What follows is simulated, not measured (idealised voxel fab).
Name of the process module below: voxel self aligned vias
Cross-section cut spans 155 nm and uses square cells 5 nm in size.
Cross-section spec: square-cell grid; bands listed top down; each band is one or more rows.
The band entry comprises the height of the band's top followed by the height of its bottom, expressed in nm, and subsequently the band's materials from left to right, each stated together with its width in nm. Where a single material is marked with the word "edge to edge", that material fills the band from edge to edge. The word "blank" represents empty space.
The level at which height equals 0 is the one under which the wafer, as it arrives, is entirely one material. No lower edge exists for the bottom band, which continues downward and is notated as in "0 nm and below".
A width such as "30->40" changes by the same amount from each row of cells to the next, from the band's top row to its bottom row.
"nothing different" means the step left every cell of the cross-section as it was.
Completely sealed voids: empty space of 8 cells or more with no open way to the top, each as width x height at its distance from the left edge, in nm
What comes after the settings on a step's line is commentary from the simulator itself on that step.
If you see "overlay nm" on a step's line and that step has a mask, it's telling you how far right of where it was planned the mask ended up; a negative number means it went left instead.
[Set out below are the planned steps of the process]
step 1: RECEIVE | material Si
step 2: CONFORMAL_DEP | material SiO2 | thk nm 10
step 3: CONFORMAL_DEP | material SiCN | thk nm 5
step 4: DIRECTIONAL_DEP | material lowk | thk nm 25
step 5: MASKED_ETCH | tone open | mask id LINES | width nm 20 | pitch nm 45 | etch materials lowk | depth nm 25 | overlay nm 0
step 6: CONFORMAL_DEP | material TiN | thk nm 5
step 7: FILL_DEP | material W | thk nm 5
step 8: CMP | height nm 40
step 9: SELECTIVE_ETCH | etch materials W Ru TiN | depth nm 5
step 10: FILL_DEP | material SiN | thk nm 10
step 11: CMP | height nm 40
step 12: DIRECTIONAL_DEP | material lowk | thk nm 20
step 13: PATTERN | tone open | mask id VIAS | material resist | width nm 30 | pitch nm 45 | thk nm 15 | overlay nm 0
step 14: DIRECTIONAL_ETCH | etch materials lowk | depth nm 20
step 15: DIRECTIONAL_ETCH | etch materials SiN | depth nm 5
step 16: STRIP | etch materials resist
step 17: CONFORMAL_DEP | material TiN | thk nm 5
step 18: FILL_DEP | material W | thk nm 10
step 19: CMP | height nm 60
step 20: CONFORMAL_DEP | material SiN | thk nm 5
[As-received state of the wafer in cross-section, equivalent to post-step 1]
    0 nm and below: Si edge to edge
    Completely sealed voids: none
[Cross-section at module end, one run error; start and plan unchanged from above]
    65 nm to 60 nm: SiN edge to edge
    60 nm to 45 nm: 20 lowk, 5 TiN, 20 W, 5 TiN, 15 lowk, 5 TiN, 20 W, 5 TiN, 15 lowk, 5 TiN, 20 W, 5 TiN, 15 lowk
    45 nm to 40 nm: 20 lowk, 5 TiN, 10 W, 15 TiN, 15 lowk, 5 TiN, 10 W, 15 TiN, 15 lowk, 5 TiN, 10 W, 15 TiN, 15 lowk
    40 nm to 35 nm: 20 lowk, 20 TiN, 25 lowk, 20 TiN, 25 lowk, 20 TiN, 25 lowk
    35 nm to 20 nm: 20 lowk, 5 TiN, 10 W, 5 TiN, 25 lowk, 5 TiN, 10 W, 5 TiN, 25 lowk, 5 TiN, 10 W, 5 TiN, 25 lowk
    20 nm to 15 nm: 20 lowk, 20 TiN, 25 lowk, 20 TiN, 25 lowk, 20 TiN, 25 lowk
    15 nm to 10 nm: SiCN edge to edge
    10 nm to 0 nm: SiO2 edge to edge
    0 nm and below: Si edge to edge
    Completely sealed voids: none
Deviation noted in wafer processing: step 13: run off-plan, actual operation and settings PATTERN | tone open | mask id VIAS | material resist | width nm 30 | pitch nm 45 | thk nm 15 | overlay nm 5
